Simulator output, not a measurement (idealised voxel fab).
process module | voxel wiring stack
FYI the section here is cut, 160 nm wide, cells are 5 nm squares.
A cross-section is written here as square cells arranged in a grid, and it is given in bands from the top down, each band taking up one or more rows of cells.
Top height, bottom height, nm. Materials left to right, width each, nm. Single material + "full width" = fills band edge to edge. "empty" = empty.
Height is counted from the level 0, under which the received wafer is composed throughout of one material. The lowest of the bands is not closed at the bottom but continues downward, in the notation "0 and below".
Graded width ("30 to 40"): value in top row of band = first number; value in bottom row = second number; row-to-row change constant.
When a step is marked "no alteration", none of the cells in the cross-section changed during that step.
"Sealed void inventory" contains a list of empty spaces, each no smaller than 8 cells and without an open way to the top, written in the form width x height at distance with the distance from the left edge and all three in nm.
Read whatever lies past the settings on a step's line as the simulator's own remark about the step.
Among the settings permitted on a step's line is "overlay nm"; applied to a step with a mask, it specifies the extent to which the mask lay to the right of its planned position, whereas a negative figure signifies a position to the left.

## The process steps that were planned are listed below
1 RECEIVE | material Si
2 CONFORMAL_DEP | material SiO2 | thk nm 15
3 CONFORMAL_DEP | material SiN | thk nm 5
4 DIRECTIONAL_DEP | material SiO2 | thk nm 15
5 PATTERN | tone open | mask id METAL_1 | material resist | width nm 30 | pitch nm 45 | thk nm 15 | overlay nm 0
6 DIRECTIONAL_ETCH | etch materials SiO2 | depth nm 15
7 DIRECTIONAL_ETCH | etch materials SiN | depth nm 5
8 STRIP | etch materials resist
9 CONFORMAL_DEP | material TiN | thk nm 5
10 FILL_DEP | material W | thk nm 10
11 CMP | height nm 35
12 CONFORMAL_DEP | material SiCN | thk nm 5
13 DIRECTIONAL_DEP | material SiO2 | thk nm 20
14 PATTERN | tone open | mask id PLUG_1 | material resist | width nm 15 | thk nm 15 | overlay nm 0
15 DIRECTIONAL_ETCH | etch materials SiO2 | depth nm 20
16 DIRECTIONAL_ETCH | etch materials SiCN | depth nm 5
17 STRIP | etch materials resist
18 EPI | material Ru | thk nm 10
19 EPI | material Ru | thk nm 10
20 EPI | material Ru | thk nm 5
21 CONFORMAL_DEP | material SiCN | thk nm 5
22 DIRECTIONAL_DEP | material SiO2 | thk nm 15
23 PATTERN | tone open | mask id METAL_2 | material resist | width nm 30 | pitch nm 45 | thk nm 20 | overlay nm 0
24 DIRECTIONAL_ETCH | etch materials SiO2 | depth nm 15
25 DIRECTIONAL_ETCH | etch materials SiCN | depth nm 5
26 STRIP | etch materials resist
27 CONFORMAL_DEP | material TiN | thk nm 5
28 FILL_DEP | material Ru | thk nm 5
29 CMP | height nm 80
30 CONFORMAL_DEP | material SiCN | thk nm 5
31 DIRECTIONAL_DEP | material lowk | thk nm 15
32 PATTERN | tone open | mask id PLUG_2 | material resist | width nm 15 | thk nm 15 | overlay nm 0
33 DIRECTIONAL_ETCH | etch materials lowk | depth nm 15
34 DIRECTIONAL_ETCH | etch materials SiCN | depth nm 5
35 STRIP | etch materials resist
36 CONFORMAL_DEP | material TiN | thk nm 5
37 FILL_DEP | material Ru | thk nm 10
38 CMP | height nm 100
39 CONFORMAL_DEP | material SiN | thk nm 5
40 DIRECTIONAL_DEP | material lowk | thk nm 25
41 PATTERN | tone open | mask id METAL_3 | material resist | width nm 30 | pitch nm 45 | thk nm 15 | overlay nm 0
42 DIRECTIONAL_ETCH | etch materials lowk | depth nm 25
43 DIRECTIONAL_ETCH | etch materials SiN | depth nm 5
44 STRIP | etch materials resist
45 CONFORMAL_DEP | material TiN | thk nm 5
46 FILL_DEP | material W | thk nm 10
47 CMP | height nm 130
48 CONFORMAL_DEP | material SiCN | thk nm 5

## Incoming wafer, cross-sectional view, post step 1
    0 and below  Si full width
    Sealed void inventory: none

## Post-module cross-section of the first of two wafers (run per plan)
    135 down to 130  SiCN full width
    130 down to 105  40 lowk, 5 TiN, 20 W, 5 TiN, 15 lowk, 5 TiN, 20 W, 5 TiN, 45 lowk
    105 down to 100  40 SiN, 30 TiN, 15 SiN, 30 TiN, 45 SiN
    100 down to 85  40 lowk, 5 TiN, 5 Ru, 5 TiN, 105 lowk
    85 down to 80  40 SiCN, 15 TiN, 105 SiCN
    80 down to 65  40 SiO2, 5 TiN, 20 Ru, 5 TiN, 15 SiO2, 5 TiN, 20 Ru, 5 TiN, 45 SiO2
    65 down to 60  40 SiCN, 30 TiN, 15 SiCN, 30 TiN, 45 SiCN
    60 down to 40  40 SiO2, 15 Ru, 105 SiO2
    40 down to 35  40 SiCN, 15 Ru, 105 SiCN
    35 down to 20  40 SiO2, 5 TiN, 20 W, 5 TiN, 15 SiO2, 5 TiN, 20 W, 5 TiN, 45 SiO2
    20 down to 15  40 SiN, 30 TiN, 15 SiN, 30 TiN, 45 SiN
    15 down to 0  SiO2 full width
    0 and below  Si full width
    Sealed void inventory: none

## second wafer at the end: like start, like plan, one mistake
    135 down to 130  SiCN full width
    130 down to 105  40 lowk, 5 TiN, 20 W, 5 TiN, 15 lowk, 5 TiN, 20 W, 5 TiN, 45 lowk
    105 down to 100  40 SiN, 30 TiN, 15 SiN, 30 TiN, 45 SiN
    100 down to 85  50 lowk, 5 TiN, 5 Ru, 5 TiN, 95 lowk
    85 down to 80  50 SiCN, 15 TiN, 95 SiCN
    80 down to 65  40 SiO2, 5 TiN, 20 Ru, 5 TiN, 15 SiO2, 5 TiN, 20 Ru, 5 TiN, 45 SiO2
    65 down to 60  40 SiCN, 30 TiN, 15 SiCN, 30 TiN, 45 SiCN
    60 down to 40  40 SiO2, 15 Ru, 105 SiO2
    40 down to 35  40 SiCN, 15 Ru, 105 SiCN
    35 down to 20  40 SiO2, 5 TiN, 20 W, 5 TiN, 15 SiO2, 5 TiN, 20 W, 5 TiN, 45 SiO2
    20 down to 15  40 SiN, 30 TiN, 15 SiN, 30 TiN, 45 SiN
    15 down to 0  SiO2 full width
    0 and below  Si full width
    Sealed void inventory: none
Short version of what went wrong: contrary to plan, step 32 was performed as PATTERN | tone open | mask id PLUG_2 | material resist | width nm 15 | thk nm 15 | overlay nm 10
In the final comparison it is observed that the number of cells assigned to each material is identical for the two wafers, whereas their placement is not.
